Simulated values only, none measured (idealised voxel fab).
You're looking at the process module voxel released beams.
Square cell edge 5 nm, section width 285 nm, ID cut.
Each cross-section below is a grid of square cells, stated as bands in top-down order, with one or more rows of cells making up each band. Basically the band line says how high the top is and how high the bottom is, in nm, and then what's in it from left to right, every material with its width in nm. Empty space shows up as "empty", and if a single material carries "throughout" it runs the full band edge to edge. Heights are measured from 0, the level below which the as-received wafer is all one material; the lowest band has no bottom and continues downward, written as in "z 0 and below". Quick explanation for "30 to 40": the width changes in equal steps down the rows of cells, from the first number in the band's top row to the second number in its bottom row. "remained unchanged" means the step left every cell of the cross-section as it was. Under "Entrapped void list" you'll find the enclosed gaps, the ones with no way out to the top, that are 8 cells or bigger; each reads width x height at distance, with distance counted from the left edge, everything in nm. after a step's settings: what the simulator itself notes on the step. The setting "overlay nm" may be written on the line of a step. When the step uses a mask, the value reports how far to the right of the planned place the mask lay, and a negative value reports that it lay to the left.
[The planned process steps are enumerated hereunder]
1,RECEIVE with material Si
2,CONFORMAL_DEP with material Al2O3, thk nm 5
3,DIRECTIONAL_DEP with material SiO2, thk nm 20
4,PATTERN with tone open, mask id ANCHOR, material resist, width nm 35, thk nm 15, overlay nm 0
5,DIRECTIONAL_ETCH with etch materials SiO2, depth nm 20
6,STRIP with etch materials resist
7,CONFORMAL_DEP with material W, thk nm 15
8,MASKED_ETCH with tone cover, mask id BEAM, width nm 95, etch materials W, depth nm 15, overlay nm 0
9,STRIP with etch materials SiO2
[Below: the first of two wafers, run as planned]
[As received (post step 1): cross-section]
    z 0 and below = Si throughout
    Entrapped void list: none
[The wafer in cross-section once step 2 is complete]
    z 5 to 0 = Al2O3 throughout
    Everything under 0 stays put, no change at all.
[The wafer in cross-section once step 3 is complete]
    z 25 to 5 = SiO2 throughout
    Everything under 5 stays put, no change at all.
[The wafer in cross-section once step 4 is complete]
    z 40 to 25 = 95 nm resist  35 nm empty  155 nm resist
    Everything under 25 stays put, no change at all.
[The wafer in cross-section once step 5 is complete]
    z 40 to 25 = 95 nm resist  35 nm empty  155 nm resist
    z 25 to 5 = 95 nm SiO2  35 nm empty  155 nm SiO2
    Everything under 5 stays put, no change at all.
[The wafer in cross-section once step 6 is complete]
    z 25 to 5 = 95 nm SiO2  35 nm empty  155 nm SiO2
    Everything under 5 stays put, no change at all.
[The wafer in cross-section once step 7 is complete]
    z 40 to 25 = 110 nm W  5 nm empty  170 nm W
    z 25 to 20 = 95 nm SiO2  15 nm W  5 nm empty  15 nm W  155 nm SiO2
    z 20 to 5 = 95 nm SiO2  35 nm W  155 nm SiO2
    Everything under 5 stays put, no change at all.
[The wafer in cross-section once step 8 is complete]
    z 40 to 25 = 90 nm empty  20 nm W  5 nm empty  70 nm W  100 nm empty
    Everything under 25 stays put, no change at all.
[The wafer in cross-section once step 9 is complete]
    z 40 to 25 = 90 nm empty  20 nm W  5 nm empty  70 nm W  100 nm empty
    z 25 to 20 = 95 nm empty  15 nm W  5 nm empty  15 nm W  155 nm empty
    z 20 to 5 = 95 nm empty  35 nm W  155 nm empty
    Everything under 5 stays put, no change at all.
[Regarding the second of the two wafers: it shared the first wafer's starting condition and process plan, yet one error occurred during its execution. Its history coincides with that of the first wafer up to and including step 6]
[Cross-section of the second wafer when, according to plan, step 7 should have finished]
    z 55 to 25 = W throughout
    z 25 to 5 = 95 nm SiO2  35 nm W  155 nm SiO2
    Everything under 5 stays put, no change at all.
[Cross-section of the second wafer when, according to plan, step 8 should have finished]
    z 55 to 40 = 90 nm empty  95 nm W  100 nm empty
    Everything under 40 stays put, no change at all.
Cross-section of the second wafer when, according to plan, step 9 should have finished: remained unchanged
Error vs. plan: plan step 7 was twice executed
Heads up, by the end the second wafer has more or fewer cells of some materials compared to the first: 200 more of SiO2; 175 more of W
